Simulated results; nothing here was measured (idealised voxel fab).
The following process module bears the name voxel transistor to metal.
This is section cut - it's 285 nm across, gridded in 5 nm square cells.
Cross-section format: a grid of square cells, given as bands from top to bottom; each band is one or more rows of cells. Read a band's entry like this: the first values are the height of its top and the height of its bottom in nm, and what follows is the sequence of materials from left to right, each with its width in nm. Note that "empty" is empty space, and that a single material marked "edge to edge" reaches across the band from edge to edge. Measure heights from 0. That's the level where, below it, the as-received wafer is all one material. The lowest band is bottomless and extends downward; write it as in "from 0 down". Width: "30..40" (first number = top row, second number = bottom row, same change from row to row of cells). Where a step carries "remains unaltered", the cross-section came out of it unchanged, cell for cell. Entry "Closed void register" = empty spaces >= 8 cells with no open way to the top; each as width x height at distance, distance from left edge, all nm. Step line, after settings: the simulator's comment on this step. "overlay nm" denotes, for a step that has a mask, the displacement of the mask to the right of its planned place, with negative values corresponding to the left.

Steps in the process plan:
step 1: RECEIVE, material Si
step 2: CONFORMAL_DEP, material SiO2, thk nm 5
step 3: CONFORMAL_DEP, material SiN, thk nm 10
step 4: PATTERN, tone cover, mask id ACTIVE, material resist, width nm 105, pitch nm 135, thk nm 20, overlay nm 0
step 5: DIRECTIONAL_ETCH, etch materials SiN, depth nm 10
step 6: DIRECTIONAL_ETCH, etch materials SiO2, depth nm 5
step 7: DIRECTIONAL_ETCH, etch materials Si, depth nm 35
step 8: STRIP, etch materials resist
step 9: OXIDIZE, depth nm 5
step 10: FILL_DEP, material SiO2, thk nm 10
step 11: CMP, height nm 15
step 12: SELECTIVE_ETCH, etch materials SiO2, depth nm 10
step 13: STRIP, etch materials SiN
step 14: SELECTIVE_ETCH, etch materials SiO2, depth nm 5
step 15: OXIDIZE, depth nm 5
step 16: DIRECTIONAL_DEP, material polySi, thk nm 25
step 17: DIRECTIONAL_DEP, material SiCN, thk nm 15
step 18: MASKED_ETCH, tone cover, mask id GATE, width nm 25, pitch nm 135, etch materials SiCN, depth nm 25, overlay nm 0
step 19: MASKED_ETCH, tone cover, mask id GATE, width nm 25, pitch nm 135, etch materials polySi, depth nm 35, overlay nm 0
step 20: CONFORMAL_DEP, material SiN, thk nm 5
step 21: DIRECTIONAL_ETCH, etch materials SiN, depth nm 5
step 22: DIRECTIONAL_ETCH, etch materials SiO2, depth nm 5
step 23: DIRECTIONAL_ETCH, etch materials Si, depth nm 10
step 24: EPI, material nSi, thk nm 10
step 25: FILL_DEP, material SiO2, thk nm 5
step 26: CMP, height nm 40
step 27: DIRECTIONAL_DEP, material SiO2, thk nm 15
step 28: PATTERN, tone open, mask id CONTACT, material resist, width nm 15, thk nm 20, overlay nm 0
step 29: DIRECTIONAL_ETCH, etch materials SiO2, depth nm 60
step 30: STRIP, etch materials resist
step 31: CONFORMAL_DEP, material TiN, thk nm 5
step 32: FILL_DEP, material W, thk nm 5
step 33: CMP, height nm 55
step 34: CONFORMAL_DEP, material SiCN, thk nm 5
step 35: DIRECTIONAL_DEP, material lowk, thk nm 25
step 36: PATTERN, tone open, mask id METAL_1, material resist, width nm 15, thk nm 15, overlay nm 0
step 37: DIRECTIONAL_ETCH, etch materials lowk, depth nm 25
step 38: DIRECTIONAL_ETCH, etch materials SiCN, depth nm 5
step 39: STRIP, etch materials resist
step 40: CONFORMAL_DEP, material TiN, thk nm 5
step 41: FILL_DEP, material Ru, thk nm 10
step 42: CMP, height nm 85
step 43: CONFORMAL_DEP, material SiCN, thk nm 5

First of the two wafers, run per plan:

Cross-section of the wafer at receipt, which is the condition after step 1:
    from 0 down = Si edge to edge
    Closed void register: none

Once step 2 is through, the wafer looks like this in cross-section:
    from 5 to 0 = SiO2 edge to edge
    Nothing below the height 0 has changed.

Once step 3 is through, the wafer looks like this in cross-section:
    from 15 to 5 = SiN edge to edge
    Nothing below the height 5 has changed.

Once step 4 is through, the wafer looks like this in cross-section:
    from 35 to 15 = empty (20), resist (105), empty (30), resist (105), empty (25)
    Nothing below the height 15 has changed.

Once step 5 is through, the wafer looks like this in cross-section:
    from 35 to 15 = empty (20), resist (105), empty (30), resist (105), empty (25)
    from 15 to 5 = empty (20), SiN (105), empty (30), SiN (105), empty (25)
    Nothing below the height 5 has changed.

Once step 6 is through, the wafer looks like this in cross-section:
    from 35 to 15 = empty (20), resist (105), empty (30), resist (105), empty (25)
    from 15 to 5 = empty (20), SiN (105), empty (30), SiN (105), empty (25)
    from 5 to 0 = empty (20), SiO2 (105), empty (30), SiO2 (105), empty (25)
    Nothing below the height 0 has changed.

Once step 7 is through, the wafer looks like this in cross-section:
    from 35 to 15 = empty (20), resist (105), empty (30), resist (105), empty (25)
    from 15 to 5 = empty (20), SiN (105), empty (30), SiN (105), empty (25)
    from 5 to 0 = empty (20), SiO2 (105), empty (30), SiO2 (105), empty (25)
    from 0 to -35 = empty (20), Si (105), empty (30), Si (105), empty (25)
    Nothing below the height -35 has changed.

Once step 8 is through, the wafer looks like this in cross-section:
    from 15 to 5 = empty (20), SiN (105), empty (30), SiN (105), empty (25)
    Nothing below the height 5 has changed.

Once step 9 is through, the wafer looks like this in cross-section:
    from 15 to 5 = empty (20), SiN (105), empty (30), SiN (105), empty (25)
    from 5 to 0 = empty (20), SiO2 (105), empty (30), SiO2 (105), empty (25)
    from 0 to -35 = empty (20), SiO2 (5), Si (95), SiO2 (5), empty (30), SiO2 (5), Si (95), SiO2 (5), empty (25)
    from -35 to -40 = SiO2 (25), Si (95), SiO2 (40), Si (95), SiO2 (30)
    Nothing below the height -40 has changed.

Once step 10 is through, the wafer looks like this in cross-section:
    from 25 to 15 = SiO2 edge to edge
    from 15 to 5 = SiO2 (20), SiN (105), SiO2 (30), SiN (105), SiO2 (25)
    from 5 to 0 = SiO2 edge to edge
    from 0 to -40 = SiO2 (25), Si (95), SiO2 (40), Si (95), SiO2 (30)
    Nothing below the height -40 has changed.

Once step 11 is through, the wafer looks like this in cross-section:
    from 15 to 5 = SiO2 (20), SiN (105), SiO2 (30), SiN (105), SiO2 (25)
    Nothing below the height 5 has changed.

Once step 12 is through, the wafer looks like this in cross-section:
    from 15 to 5 = empty (20), SiN (105), empty (30), SiN (105), empty (25)
    Nothing below the height 5 has changed.

Once step 13 is through, the wafer looks like this in cross-section:
    from 5 to 0 = SiO2 edge to edge
    Nothing below the height 0 has changed.

Once step 14 is through, the wafer looks like this in cross-section:
    from 0 to -40 = SiO2 (25), Si (95), SiO2 (40), Si (95), SiO2 (30)
    Nothing below the height -40 has changed.

Once step 15 is through, the wafer looks like this in cross-section:
    from 0 to -5 = SiO2 edge to edge
    Nothing below the height -5 has changed.

Once step 16 is through, the wafer looks like this in cross-section:
    from 25 to 0 = polySi edge to edge
    Nothing below the height 0 has changed.

Once step 17 is through, the wafer looks like this in cross-section:
    from 40 to 25 = SiCN edge to edge
    Nothing below the height 25 has changed.

Once step 18 is through, the wafer looks like this in cross-section:
    from 40 to 25 = empty (60), SiCN (25), empty (110), SiCN (25), empty (65)
    Nothing below the height 25 has changed.

Once step 19 is through, the wafer looks like this in cross-section:
    from 40 to 25 = empty (60), SiCN (25), empty (110), SiCN (25), empty (65)
    from 25 to 0 = empty (60), polySi (25), empty (110), polySi (25), empty (65)
    Nothing below the height 0 has changed.

Once step 20 is through, the wafer looks like this in cross-section:
    from 45 to 40 = empty (55), SiN (35), empty (100), SiN (35), empty (60)
    from 40 to 25 = empty (55), SiN (5), SiCN (25), SiN (5), empty (100), SiN (5), SiCN (25), SiN (5), empty (60)
    from 25 to 5 = empty (55), SiN (5), polySi (25), SiN (5), empty (100), SiN (5), polySi (25), SiN (5), empty (60)
    from 5 to 0 = SiN (60), polySi (25), SiN (110), polySi (25), SiN (65)
    Nothing below the height 0 has changed.

Once step 21 is through, the wafer looks like this in cross-section:
    from 40 to 25 = empty (55), SiN (5), SiCN (25), SiN (5), empty (100), SiN (5), SiCN (25), SiN (5), empty (60)
    from 25 to 0 = empty (55), SiN (5), polySi (25), SiN (5), empty (100), SiN (5), polySi (25), SiN (5), empty (60)
    Nothing below the height 0 has changed.

Once step 22 is through, the wafer looks like this in cross-section:
    from 40 to 25 = empty (55), SiN (5), SiCN (25), SiN (5), empty (100), SiN (5), SiCN (25), SiN (5), empty (60)
    from 25 to 0 = empty (55), SiN (5), polySi (25), SiN (5), empty (100), SiN (5), polySi (25), SiN (5), empty (60)
    from 0 to -5 = empty (55), SiO2 (35), empty (100), SiO2 (35), empty (60)
    Nothing below the height -5 has changed.

Once step 23 is through, the wafer looks like this in cross-section:
    from 40 to 25 = empty (55), SiN (5), SiCN (25), SiN (5), empty (100), SiN (5), SiCN (25), SiN (5), empty (60)
    from 25 to 0 = empty (55), SiN (5), polySi (25), SiN (5), empty (100), SiN (5), polySi (25), SiN (5), empty (60)
    from 0 to -5 = empty (55), SiO2 (35), empty (100), SiO2 (35), empty (60)
    from -5 to -15 = SiO2 (25), empty (30), Si (35), empty (30), SiO2 (40), empty (30), Si (35), empty (30), SiO2 (30)
    Nothing below the height -15 has changed.

Once step 24 is through, the wafer looks like this in cross-section:
    from 40 to 25 = empty (55), SiN (5), SiCN (25), SiN (5), empty (100), SiN (5), SiCN (25), SiN (5), empty (60)
    from 25 to 5 = empty (55), SiN (5), polySi (25), SiN (5), empty (100), SiN (5), polySi (25), SiN (5), empty (60)
    from 5 to 0 = empty (45), nSi (10), SiN (5), polySi (25), SiN (5), nSi (10), empty (80), nSi (10), SiN (5), polySi (25), SiN (5), nSi (10), empty (50)
    from 0 to -5 = empty (45), nSi (10), SiO2 (35), nSi (10), empty (80), nSi (10), SiO2 (35), nSi (10), empty (50)
    from -5 to -15 = SiO2 (25), nSi (30), Si (35), nSi (30), SiO2 (40), nSi (30), Si (35), nSi (30), SiO2 (30)
    Nothing below the height -15 has changed.

Once step 25 is through, the wafer looks like this in cross-section:
    from 45 to 40 = SiO2 edge to edge
    from 40 to 25 = SiO2 (55), SiN (5), SiCN (25), SiN (5), SiO2 (100), SiN (5), SiCN (25), SiN (5), SiO2 (60)
    from 25 to 5 = SiO2 (55), SiN (5), polySi (25), SiN (5), SiO2 (100), SiN (5), polySi (25), SiN (5), SiO2 (60)
    from 5 to 0 = SiO2 (45), nSi (10), SiN (5), polySi (25), SiN (5), nSi (10), SiO2 (80), nSi (10), SiN (5), polySi (25), SiN (5), nSi (10), SiO2 (50)
    from 0 to -5 = SiO2 (45), nSi (10), SiO2 (35), nSi (10), SiO2 (80), nSi (10), SiO2 (35), nSi (10), SiO2 (50)
    Nothing below the height -5 has changed.

Once step 26 is through, the wafer looks like this in cross-section:
    from 40 to 25 = SiO2 (55), SiN (5), SiCN (25), SiN (5), SiO2 (100), SiN (5), SiCN (25), SiN (5), SiO2 (60)
    Nothing below the height 25 has changed.

Once step 27 is through, the wafer looks like this in cross-section:
    from 55 to 40 = SiO2 edge to edge
    Nothing below the height 40 has changed.

Once step 28 is through, the wafer looks like this in cross-section:
    from 75 to 55 = resist (25), empty (15), resist (65), empty (15), resist (40), empty (15), resist (65), empty (15), resist (30)
    Nothing below the height 55 has changed.

Once step 29 is through, the wafer looks like this in cross-section:
    from 75 to 55 = resist (25), empty (15), resist (65), empty (15), resist (40), empty (15), resist (65), empty (15), resist (30)
    from 55 to 40 = SiO2 (25), empty (15), SiO2 (65), empty (15), SiO2 (40), empty (15), SiO2 (65), empty (15), SiO2 (30)
    from 40 to 25 = SiO2 (25), empty (15), SiO2 (15), SiN (5), SiCN (25), SiN (5), SiO2 (15), empty (15), SiO2 (40), empty (15), SiO2 (15), SiN (5), SiCN (25), SiN (5), SiO2 (15), empty (15), SiO2 (30)
    from 25 to 5 = SiO2 (25), empty (15), SiO2 (15), SiN (5), polySi (25), SiN (5), SiO2 (15), empty (15), SiO2 (40), empty (15), SiO2 (15), SiN (5), polySi (25), SiN (5), SiO2 (15), empty (15), SiO2 (30)
    from 5 to 0 = SiO2 (25), empty (15), SiO2 (5), nSi (10), SiN (5), polySi (25), SiN (5), nSi (10), SiO2 (5), empty (15), SiO2 (40), empty (15), SiO2 (5), nSi (10), SiN (5), polySi (25), SiN (5), nSi (10), SiO2 (5), empty (15), SiO2 (30)
    from 0 to -5 = SiO2 (25), empty (15), SiO2 (5), nSi (10), SiO2 (35), nSi (10), SiO2 (5), empty (15), SiO2 (40), empty (15), SiO2 (5), nSi (10), SiO2 (35), nSi (10), SiO2 (5), empty (15), SiO2 (30)
    Nothing below the height -5 has changed.

Once step 30 is through, the wafer looks like this in cross-section:
    from 55 to 40 = SiO2 (25), empty (15), SiO2 (65), empty (15), SiO2 (40), empty (15), SiO2 (65), empty (15), SiO2 (30)
    Nothing below the height 40 has changed.

Once step 31 is through, the wafer looks like this in cross-section:
    from 60 to 55 = TiN (30), empty (5), TiN (75), empty (5), TiN (50), empty (5), TiN (75), empty (5), TiN (35)
    from 55 to 40 = SiO2 (25), TiN (5), empty (5), TiN (5), SiO2 (65), TiN (5), empty (5), TiN (5), SiO2 (40), TiN (5), empty (5), TiN (5), SiO2 (65), TiN (5), empty (5), TiN (5), SiO2 (30)
    from 40 to 25 = SiO2 (25), TiN (5), empty (5), TiN (5), SiO2 (15), SiN (5), SiCN (25), SiN (5), SiO2 (15), TiN (5), empty (5), TiN (5), SiO2 (40), TiN (5), empty (5), TiN (5), SiO2 (15), SiN (5), SiCN (25), SiN (5), SiO2 (15), TiN (5), empty (5), TiN (5), SiO2 (30)
    from 25 to 5 = SiO2 (25), TiN (5), empty (5), TiN (5), SiO2 (15), SiN (5), polySi (25), SiN (5), SiO2 (15), TiN (5), empty (5), TiN (5), SiO2 (40), TiN (5), empty (5), TiN (5), SiO2 (15), SiN (5), polySi (25), SiN (5), SiO2 (15), TiN (5), empty (5), TiN (5), SiO2 (30)
    from 5 to 0 = SiO2 (25), TiN (5), empty (5), TiN (5), SiO2 (5), nSi (10), SiN (5), polySi (25), SiN (5), nSi (10), SiO2 (5), TiN (5), empty (5), TiN (5), SiO2 (40), TiN (5), empty (5), TiN (5), SiO2 (5), nSi (10), SiN (5), polySi (25), SiN (5), nSi (10), SiO2 (5), TiN (5), empty (5), TiN (5), SiO2 (30)
    from 0 to -5 = SiO2 (25), TiN (15), SiO2 (5), nSi (10), SiO2 (35), nSi (10), SiO2 (5), TiN (15), SiO2 (40), TiN (15), SiO2 (5), nSi (10), SiO2 (35), nSi (10), SiO2 (5), TiN (15), SiO2 (30)
    Nothing below the height -5 has changed.

Once step 32 is through, the wafer looks like this in cross-section:
    from 65 to 60 = W edge to edge
    from 60 to 55 = TiN (30), W (5), TiN (75), W (5), TiN (50), W (5), TiN (75), W (5), TiN (35)
    from 55 to 40 = SiO2 (25), TiN (5), W (5), TiN (5), SiO2 (65), TiN (5), W (5), TiN (5), SiO2 (40), TiN (5), W (5), TiN (5), SiO2 (65), TiN (5), W (5), TiN (5), SiO2 (30)
    from 40 to 25 = SiO2 (25), TiN (5), W (5), TiN (5), SiO2 (15), SiN (5), SiCN (25), SiN (5), SiO2 (15), TiN (5), W (5), TiN (5), SiO2 (40), TiN (5), W (5), TiN (5), SiO2 (15), SiN (5), SiCN (25), SiN (5), SiO2 (15), TiN (5), W (5), TiN (5), SiO2 (30)
    from 25 to 5 = SiO2 (25), TiN (5), W (5), TiN (5), SiO2 (15), SiN (5), polySi (25), SiN (5), SiO2 (15), TiN (5), W (5), TiN (5), SiO2 (40), TiN (5), W (5), TiN (5), SiO2 (15), SiN (5), polySi (25), SiN (5), SiO2 (15), TiN (5), W (5), TiN (5), SiO2 (30)
    from 5 to 0 = SiO2 (25), TiN (5), W (5), TiN (5), SiO2 (5), nSi (10), SiN (5), polySi (25), SiN (5), nSi (10), SiO2 (5), TiN (5), W (5), TiN (5), SiO2 (40), TiN (5), W (5), TiN (5), SiO2 (5), nSi (10), SiN (5), polySi (25), SiN (5), nSi (10), SiO2 (5), TiN (5), W (5), TiN (5), SiO2 (30)
    Nothing below the height 0 has changed.

Once step 33 is through, the wafer looks like this in cross-section:
    from 55 to 40 = SiO2 (25), TiN (5), W (5), TiN (5), SiO2 (65), TiN (5), W (5), TiN (5), SiO2 (40), TiN (5), W (5), TiN (5), SiO2 (65), TiN (5), W (5), TiN (5), SiO2 (30)
    Nothing below the height 40 has changed.

Once step 34 is through, the wafer looks like this in cross-section:
    from 60 to 55 = SiCN edge to edge
    Nothing below the height 55 has changed.

Once step 35 is through, the wafer looks like this in cross-section:
    from 85 to 60 = lowk edge to edge
    Nothing below the height 60 has changed.

Once step 36 is through, the wafer looks like this in cross-section:
    from 100 to 85 = resist (25), empty (15), resist (65), empty (15), resist (40), empty (15), resist (65), empty (15), resist (30)
    Nothing below the height 85 has changed.

Once step 37 is through, the wafer looks like this in cross-section:
    from 100 to 85 = resist (25), empty (15), resist (65), empty (15), resist (40), empty (15), resist (65), empty (15), resist (30)
    from 85 to 60 = lowk (25), empty (15), lowk (65), empty (15), lowk (40), empty (15), lowk (65), empty (15), lowk (30)
    Nothing below the height 60 has changed.

Once step 38 is through, the wafer looks like this in cross-section:
    from 100 to 85 = resist (25), empty (15), resist (65), empty (15), resist (40), empty (15), resist (65), empty (15), resist (30)
    from 85 to 60 = lowk (25), empty (15), lowk (65), empty (15), lowk (40), empty (15), lowk (65), empty (15), lowk (30)
    from 60 to 55 = SiCN (25), empty (15), SiCN (65), empty (15), SiCN (40), empty (15), SiCN (65), empty (15), SiCN (30)
    Nothing below the height 55 has changed.

Once step 39 is through, the wafer looks like this in cross-section:
    from 85 to 60 = lowk (25), empty (15), lowk (65), empty (15), lowk (40), empty (15), lowk (65), empty (15), lowk (30)
    Nothing below the height 60 has changed.

Once step 40 is through, the wafer looks like this in cross-section:
    from 90 to 85 = TiN (30), empty (5), TiN (75), empty (5), TiN (50), empty (5), TiN (75), empty (5), TiN (35)
    from 85 to 60 = lowk (25), TiN (5), empty (5), TiN (5), lowk (65), TiN (5), empty (5), TiN (5), lowk (40), TiN (5), empty (5), TiN (5), lowk (65), TiN (5), empty (5), TiN (5), lowk (30)
    from 60 to 55 = SiCN (25), TiN (15), SiCN (65), TiN (15), SiCN (40), TiN (15), SiCN (65), TiN (15), SiCN (30)
    Nothing below the height 55 has changed.

Once step 41 is through, the wafer looks like this in cross-section:
    from 100 to 90 = Ru edge to edge
    from 90 to 85 = TiN (30), Ru (5), TiN (75), Ru (5), TiN (50), Ru (5), TiN (75), Ru (5), TiN (35)
    from 85 to 60 = lowk (25), TiN (5), Ru (5), TiN (5), lowk (65), TiN (5), Ru (5), TiN (5), lowk (40), TiN (5), Ru (5), TiN (5), lowk (65), TiN (5), Ru (5), TiN (5), lowk (30)
    Nothing below the height 60 has changed.

Once step 42 is through, the wafer looks like this in cross-section:
    from 85 to 60 = lowk (25), TiN (5), Ru (5), TiN (5), lowk (65), TiN (5), Ru (5), TiN (5), lowk (40), TiN (5), Ru (5), TiN (5), lowk (65), TiN (5), Ru (5), TiN (5), lowk (30)
    Nothing below the height 60 has changed.

Once step 43 is through, the wafer looks like this in cross-section:
    from 90 to 85 = SiCN edge to edge
    Nothing below the height 85 has changed.

Second wafer - shared start and plan with the first - one error in running - same as the first up to step 27 inclusive:

Cross-section of the second wafer at the time by which step 28 should have been completed according to the plan:
    from 75 to 55 = empty (25), resist (15), empty (65), resist (15), empty (40), resist (15), empty (65), resist (15), empty (30)
    Nothing below the height 55 has changed.

Cross-section of the second wafer at the time by which step 29 should have been completed according to the plan:
    from 75 to 55 = empty (25), resist (15), empty (65), resist (15), empty (40), resist (15), empty (65), resist (15), empty (30)
    from 55 to 40 = empty (25), SiO2 (15), empty (65), SiO2 (15), empty (40), SiO2 (15), empty (65), SiO2 (15), empty (30)
    from 40 to 25 = empty (25), SiO2 (15), empty (15), SiN (5), SiCN (25), SiN (5), empty (15), SiO2 (15), empty (40), SiO2 (15), empty (15), SiN (5), SiCN (25), SiN (5), empty (15), SiO2 (15), empty (30)
    from 25 to 5 = empty (25), SiO2 (15), empty (15), SiN (5), polySi (25), SiN (5), empty (15), SiO2 (15), empty (40), SiO2 (15), empty (15), SiN (5), polySi (25), SiN (5), empty (15), SiO2 (15), empty (30)
    from 5 to 0 = empty (25), SiO2 (15), empty (5), nSi (10), SiN (5), polySi (25), SiN (5), nSi (10), empty (5), SiO2 (15), empty (40), SiO2 (15), empty (5), nSi (10), SiN (5), polySi (25), SiN (5), nSi (10), empty (5), SiO2 (15), empty (30)
    from 0 to -5 = empty (25), SiO2 (15), empty (5), nSi (10), SiO2 (35), nSi (10), empty (5), SiO2 (15), empty (40), SiO2 (15), empty (5), nSi (10), SiO2 (35), nSi (10), empty (5), SiO2 (15), empty (30)
    Nothing below the height -5 has changed.

Cross-section of the second wafer at the time by which step 30 should have been completed according to the plan:
    from 55 to 40 = empty (25), SiO2 (15), empty (65), SiO2 (15), empty (40), SiO2 (15), empty (65), SiO2 (15), empty (30)
    Nothing below the height 40 has changed.

Cross-section of the second wafer at the time by which step 31 should have been completed according to the plan:
    from 60 to 55 = empty (20), TiN (25), empty (55), TiN (25), empty (30), TiN (25), empty (55), TiN (25), empty (25)
    from 55 to 45 = empty (20), TiN (5), SiO2 (15), TiN (5), empty (55), TiN (5), SiO2 (15), TiN (5), empty (30), TiN (5), SiO2 (15), TiN (5), empty (55), TiN (5), SiO2 (15), TiN (5), empty (25)
    from 45 to 40 = empty (20), TiN (5), SiO2 (15), TiN (5), empty (5), TiN (45), empty (5), TiN (5), SiO2 (15), TiN (5), empty (30), TiN (5), SiO2 (15), TiN (5), empty (5), TiN (45), empty (5), TiN (5), SiO2 (15), TiN (5), empty (25)
    from 40 to 25 = empty (20), TiN (5), SiO2 (15), TiN (5), empty (5), TiN (5), SiN (5), SiCN (25), SiN (5), TiN (5), empty (5), TiN (5), SiO2 (15), TiN (5), empty (30), TiN (5), SiO2 (15), TiN (5), empty (5), TiN (5), SiN (5), SiCN (25), SiN (5), TiN (5), empty (5), TiN (5), SiO2 (15), TiN (5), empty (25)
    from 25 to 10 = empty (20), TiN (5), SiO2 (15), TiN (5), empty (5), TiN (5), SiN (5), polySi (25), SiN (5), TiN (5), empty (5), TiN (5), SiO2 (15), TiN (5), empty (30), TiN (5), SiO2 (15), TiN (5), empty (5), TiN (5), SiN (5), polySi (25), SiN (5), TiN (5), empty (5), TiN (5), SiO2 (15), TiN (5), empty (25)
    from 10 to 5 = empty (20), TiN (5), SiO2 (15), TiN (15), SiN (5), polySi (25), SiN (5), TiN (15), SiO2 (15), TiN (5), empty (30), TiN (5), SiO2 (15), TiN (15), SiN (5), polySi (25), SiN (5), TiN (15), SiO2 (15), TiN (5), empty (25)
    from 5 to 0 = empty (20), TiN (5), SiO2 (15), TiN (5), nSi (10), SiN (5), polySi (25), SiN (5), nSi (10), TiN (5), SiO2 (15), TiN (5), empty (30), TiN (5), SiO2 (15), TiN (5), nSi (10), SiN (5), polySi (25), SiN (5), nSi (10), TiN (5), SiO2 (15), TiN (5), empty (25)
    from 0 to -5 = TiN (25), SiO2 (15), TiN (5), nSi (10), SiO2 (35), nSi (10), TiN (5), SiO2 (15), TiN (40), SiO2 (15), TiN (5), nSi (10), SiO2 (35), nSi (10), TiN (5), SiO2 (15), TiN (30)
    Nothing below the height -5 has changed.

Cross-section of the second wafer at the time by which step 32 should have been completed according to the plan:
    from 65 to 60 = W edge to edge
    from 60 to 55 = W (20), TiN (25), W (55), TiN (25), W (30), TiN (25), W (55), TiN (25), W (25)
    from 55 to 45 = W (20), TiN (5), SiO2 (15), TiN (5), W (55), TiN (5), SiO2 (15), TiN (5), W (30), TiN (5), SiO2 (15), TiN (5), W (55), TiN (5), SiO2 (15), TiN (5), W (25)
    from 45 to 40 = W (20), TiN (5), SiO2 (15), TiN (5), W (5), TiN (45), W (5), TiN (5), SiO2 (15), TiN (5), W (30), TiN (5), SiO2 (15), TiN (5), W (5), TiN (45), W (5), TiN (5), SiO2 (15), TiN (5), W (25)
    from 40 to 25 = W (20), TiN (5), SiO2 (15), TiN (5), W (5), TiN (5), SiN (5), SiCN (25), SiN (5), TiN (5), W (5), TiN (5), SiO2 (15), TiN (5), W (30), TiN (5), SiO2 (15), TiN (5), W (5), TiN (5), SiN (5), SiCN (25), SiN (5), TiN (5), W (5), TiN (5), SiO2 (15), TiN (5), W (25)
    from 25 to 10 = W (20), TiN (5), SiO2 (15), TiN (5), W (5), TiN (5), SiN (5), polySi (25), SiN (5), TiN (5), W (5), TiN (5), SiO2 (15), TiN (5), W (30), TiN (5), SiO2 (15), TiN (5), W (5), TiN (5), SiN (5), polySi (25), SiN (5), TiN (5), W (5), TiN (5), SiO2 (15), TiN (5), W (25)
    from 10 to 5 = W (20), TiN (5), SiO2 (15), TiN (15), SiN (5), polySi (25), SiN (5), TiN (15), SiO2 (15), TiN (5), W (30), TiN (5), SiO2 (15), TiN (15), SiN (5), polySi (25), SiN (5), TiN (15), SiO2 (15), TiN (5), W (25)
    from 5 to 0 = W (20), TiN (5), SiO2 (15), TiN (5), nSi (10), SiN (5), polySi (25), SiN (5), nSi (10), TiN (5), SiO2 (15), TiN (5), W (30), TiN (5), SiO2 (15), TiN (5), nSi (10), SiN (5), polySi (25), SiN (5), nSi (10), TiN (5), SiO2 (15), TiN (5), W (25)
    Nothing below the height 0 has changed.

Cross-section of the second wafer at the time by which step 33 should have been completed according to the plan:
    from 55 to 45 = W (20), TiN (5), SiO2 (15), TiN (5), W (55), TiN (5), SiO2 (15), TiN (5), W (30), TiN (5), SiO2 (15), TiN (5), W (55), TiN (5), SiO2 (15), TiN (5), W (25)
    Nothing below the height 45 has changed.

Cross-section of the second wafer at the time by which step 34 should have been completed according to the plan:
    from 60 to 55 = SiCN edge to edge
    Nothing below the height 55 has changed.

Cross-section of the second wafer at the time by which step 35 should have been completed according to the plan:
    from 85 to 60 = lowk edge to edge
    Nothing below the height 60 has changed.

Cross-section of the second wafer at the time by which step 36 should have been completed according to the plan:
    from 100 to 85 = resist (25), empty (15), resist (65), empty (15), resist (40), empty (15), resist (65), empty (15), resist (30)
    Nothing below the height 85 has changed.

Cross-section of the second wafer at the time by which step 37 should have been completed according to the plan:
    from 100 to 85 = resist (25), empty (15), resist (65), empty (15), resist (40), empty (15), resist (65), empty (15), resist (30)
    from 85 to 60 = lowk (25), empty (15), lowk (65), empty (15), lowk (40), empty (15), lowk (65), empty (15), lowk (30)
    Nothing below the height 60 has changed.

Cross-section of the second wafer at the time by which step 38 should have been completed according to the plan:
    from 100 to 85 = resist (25), empty (15), resist (65), empty (15), resist (40), empty (15), resist (65), empty (15), resist (30)
    from 85 to 60 = lowk (25), empty (15), lowk (65), empty (15), lowk (40), empty (15), lowk (65), empty (15), lowk (30)
    from 60 to 55 = SiCN (25), empty (15), SiCN (65), empty (15), SiCN (40), empty (15), SiCN (65), empty (15), SiCN (30)
    Nothing below the height 55 has changed.

Cross-section of the second wafer at the time by which step 39 should have been completed according to the plan:
    from 85 to 60 = lowk (25), empty (15), lowk (65), empty (15), lowk (40), empty (15), lowk (65), empty (15), lowk (30)
    Nothing below the height 60 has changed.

Cross-section of the second wafer at the time by which step 40 should have been completed according to the plan:
    from 90 to 85 = TiN (30), empty (5), TiN (75), empty (5), TiN (50), empty (5), TiN (75), empty (5), TiN (35)
    from 85 to 60 = lowk (25), TiN (5), empty (5), TiN (5), lowk (65), TiN (5), empty (5), TiN (5), lowk (40), TiN (5), empty (5), TiN (5), lowk (65), TiN (5), empty (5), TiN (5), lowk (30)
    from 60 to 55 = SiCN (25), TiN (15), SiCN (65), TiN (15), SiCN (40), TiN (15), SiCN (65), TiN (15), SiCN (30)
    Nothing below the height 55 has changed.

Cross-section of the second wafer at the time by which step 41 should have been completed according to the plan:
    from 100 to 90 = Ru edge to edge
    from 90 to 85 = TiN (30), Ru (5), TiN (75), Ru (5), TiN (50), Ru (5), TiN (75), Ru (5), TiN (35)
    from 85 to 60 = lowk (25), TiN (5), Ru (5), TiN (5), lowk (65), TiN (5), Ru (5), TiN (5), lowk (40), TiN (5), Ru (5), TiN (5), lowk (65), TiN (5), Ru (5), TiN (5), lowk (30)
    Nothing below the height 60 has changed.

Cross-section of the second wafer at the time by which step 42 should have been completed according to the plan:
    from 85 to 60 = lowk (25), TiN (5), Ru (5), TiN (5), lowk (65), TiN (5), Ru (5), TiN (5), lowk (40), TiN (5), Ru (5), TiN (5), lowk (65), TiN (5), Ru (5), TiN (5), lowk (30)
    Nothing below the height 60 has changed.

Cross-section of the second wafer at the time by which step 43 should have been completed according to the plan:
    from 90 to 85 = SiCN edge to edge
    Nothing below the height 85 has changed.
In executing the process, a mistake was made relative to the plan: contrary to plan, step 28 was performed as PATTERN, tone cover, mask id CONTACT, material resist, width nm 15, thk nm 20, overlay nm 0
Final tally in cells, some materials are higher or lower on the second wafer than on the first: SiO2: 254 fewer; TiN: 61 more; W: 193 more
